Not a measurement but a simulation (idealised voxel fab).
The process module that follows is named voxel capacitor over wiring.
Cross-section cut spans 280 nm and uses square cells 5 nm in size.
Just so we're on the same page, the cross-sections are grids of square cells, and they're listed out in bands top to bottom, each band one or more rows deep. Heads up on the band format: heights come first, top then bottom, in nm. After that it's the materials left to right, each with its width in nm. A single material flagged "all across" fills the whole band edge to edge, and "empty" means there's empty space there. Counting heights begins at 0, where everything beneath is, in the wafer as received, one material. The lowest band has no bottom; it goes on downwards, as "0 and below" shows. It should be noted that a width expressed as "30 to 40" varies in equal increments from row to row of cells within the band, taking the value of the first number at the top row and that of the second number at the bottom row. When a step is marked "same as before", none of the cells in the cross-section changed during that step. "Closed empty spaces" contains a list of empty spaces, each no smaller than 8 cells and without an open way to the top, written in the form width x height at distance with the distance from the left edge and all three in nm. On each step's line, the part that comes after the settings is the simulator's own comment on the step. overlay nm: on a step with a mask, how far right of its planned place the mask lay; negative means left.

Intended process steps
1 RECEIVE | material Si
2 CONFORMAL_DEP | material SiO2 | thk nm 15
3 DIRECTIONAL_DEP | material TiN | thk nm 5
4 DIRECTIONAL_DEP | material W | thk nm 15
5 PATTERN | tone cover | mask id METAL_1 | material resist | width nm 30 | pitch nm 100 | thk nm 20 | overlay nm 0
6 DIRECTIONAL_ETCH | etch materials W | depth nm 15
7 DIRECTIONAL_ETCH | etch materials TiN | depth nm 5
8 STRIP | etch materials resist
9 FILL_DEP | material lowk | thk nm 5
10 CMP | height nm 35
11 CONFORMAL_DEP | material SiCN | thk nm 5
12 DIRECTIONAL_DEP | material lowk | thk nm 20
13 DIRECTIONAL_DEP | material aC | thk nm 10
14 PATTERN | tone open | mask id PLUG_1 | material resist | width nm 15 | thk nm 30 | overlay nm 0
15 DIRECTIONAL_ETCH | etch materials aC | depth nm 10
16 STRIP | etch materials resist
17 DIRECTIONAL_ETCH | etch materials lowk | depth nm 20
18 DIRECTIONAL_ETCH | etch materials SiCN | depth nm 5
19 STRIP | etch materials aC
20 EPI | material Ru | thk nm 10
21 EPI | material Ru | thk nm 10
22 EPI | material Ru | thk nm 5
23 DIRECTIONAL_DEP | material TiN | thk nm 5
24 DIRECTIONAL_DEP | material HfO2 | thk nm 5
25 DIRECTIONAL_DEP | material TiN | thk nm 10
26 MASKED_ETCH | tone cover | mask id UPPER_PLATE | width nm 75 | etch materials TiN | depth nm 10 | overlay nm 0
27 MASKED_ETCH | tone cover | mask id UPPER_PLATE | width nm 75 | etch materials HfO2 | depth nm 5 | overlay nm 0
28 DIRECTIONAL_DEP | material aC | thk nm 10
29 PATTERN | tone cover | mask id LOWER_PLATE | material resist | width nm 85 | thk nm 30 | overlay nm 0
30 DIRECTIONAL_ETCH | etch materials aC | depth nm 10
31 STRIP | etch materials resist
32 DIRECTIONAL_ETCH | etch materials TiN | depth nm 5
33 STRIP | etch materials aC
34 FILL_DEP | material SiO2 | thk nm 20
35 CMP | height nm 95
36 DIRECTIONAL_DEP | material aC | thk nm 15
37 PATTERN | tone open | mask id PLUG_2 | material resist | width nm 15 | thk nm 30 | overlay nm 0
38 DIRECTIONAL_ETCH | etch materials aC | depth nm 15
39 STRIP | etch materials resist
40 DIRECTIONAL_ETCH | etch materials SiO2 | depth nm 15
41 STRIP | etch materials aC
42 CONFORMAL_DEP | material TiN | thk nm 5
43 FILL_DEP | material Ru | thk nm 5
44 CMP | height nm 95
45 CONFORMAL_DEP | material SiCN | thk nm 5

Incoming wafer in cross-section (state: after step 1)
	0 and below = Si all across
	Closed empty spaces: none

Starting wafer: above. Plan: above. Run: one mistake. Cross-section after the module: below
	100 down to 95 = SiCN all across
	95 down to 90 = SiO2=100 | TiN=15 | SiO2=165
	90 down to 80 = SiO2=90 | TiN=75 | SiO2=115
	80 down to 75 = SiO2=90 | HfO2=75 | SiO2=115
	75 down to 70 = SiO2=85 | TiN=85 | SiO2=110
	70 down to 60 = HfO2 all across
	60 down to 40 = lowk all across
	40 down to 35 = SiCN all across
	35 down to 20 = lowk=75 | W=30 | lowk=70 | W=30 | lowk=75
	20 down to 15 = lowk=75 | TiN=30 | lowk=70 | TiN=30 | lowk=75
	15 down to 0 = SiO2 all across
	0 and below = Si all across
	Closed empty spaces: none
Where did the run depart from the plan? planned and actual differ for step 13; actual: DIRECTIONAL_DEP | material HfO2 | thk nm 10
